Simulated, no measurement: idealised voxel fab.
process module | voxel tone inversion
cross-section cut | 300 nm wide | cells 5 nm
A cross-section is a grid of square cells, given in bands from the top down. A band is one or more rows of cells.
Each band's line starts with the height of the band's top and of its bottom, in nm. Then come its materials from left to right, each with its width in nm. One material with "throughout" fills the band from edge to edge. "air" is empty space.
Height 0 is the level under which the wafer as received is all one material. The lowest band goes on downwards, as in "0 down".
A width such as "30 to 40" changes by the same amount from each row of cells to the next, from the band's top row to its bottom row.
"no change" after a step means that no cell of the cross-section changed.
closed voids: empty space of 8 cells or more with no open way to the top, each as width x height at its distance from the left edge, in nm
after a step's settings: what the simulator itself notes on the step
overlay nm, on a step with a mask: how far to the right of its planned place the mask lay; to the left if negative
plan
1 op RECEIVE | material Si
2 op CONFORMAL_DEP | material SiCN | thk nm 5
3 op DIRECTIONAL_DEP | material polySi | thk nm 15
4 op PATTERN | tone cover | mask id POSTS | material resist | width nm 20 | pitch nm 35 | thk nm 20 | overlay nm 0
5 op DIRECTIONAL_ETCH | etch materials polySi | depth nm 15
6 op STRIP | etch materials resist
7 op FILL_DEP | material lowk | thk nm 5
8 op CMP | height nm 25
9 op STRIP | etch materials polySi
varied across the wafers: thk nm of step 2. The plan shows the first wafer's value. All wafers start alike
first wafer as received, after step 1
  0 down: Si throughout
  closed voids: none
first wafer at the end, after step 9
  25 to 20: lowk throughout
  20 to 5: lowk 85 | polySi 20 | lowk 15 | polySi 20 | lowk 15 | polySi 20 | lowk 15 | polySi 20 | lowk 90
  5 to 0: SiCN throughout
  0 down: Si throughout
  closed voids: none
last wafer at the end
  25 to 0: SiCN throughout
  0 down: Si throughout
  closed voids: none
each wafer at the end: cells of each material gained (+) or lost (-) since it was received, then its closed voids
thk nm 5 | +60 SiCN | +192 lowk | +48 polySi | closed voids: none
thk nm 10 | +120 SiCN | +132 lowk | closed voids: none
thk nm 15 | +180 SiCN | +88 lowk | closed voids: none
thk nm 20 | +240 SiCN | +44 lowk | closed voids: none
thk nm 25 | +300 SiCN | closed voids: none
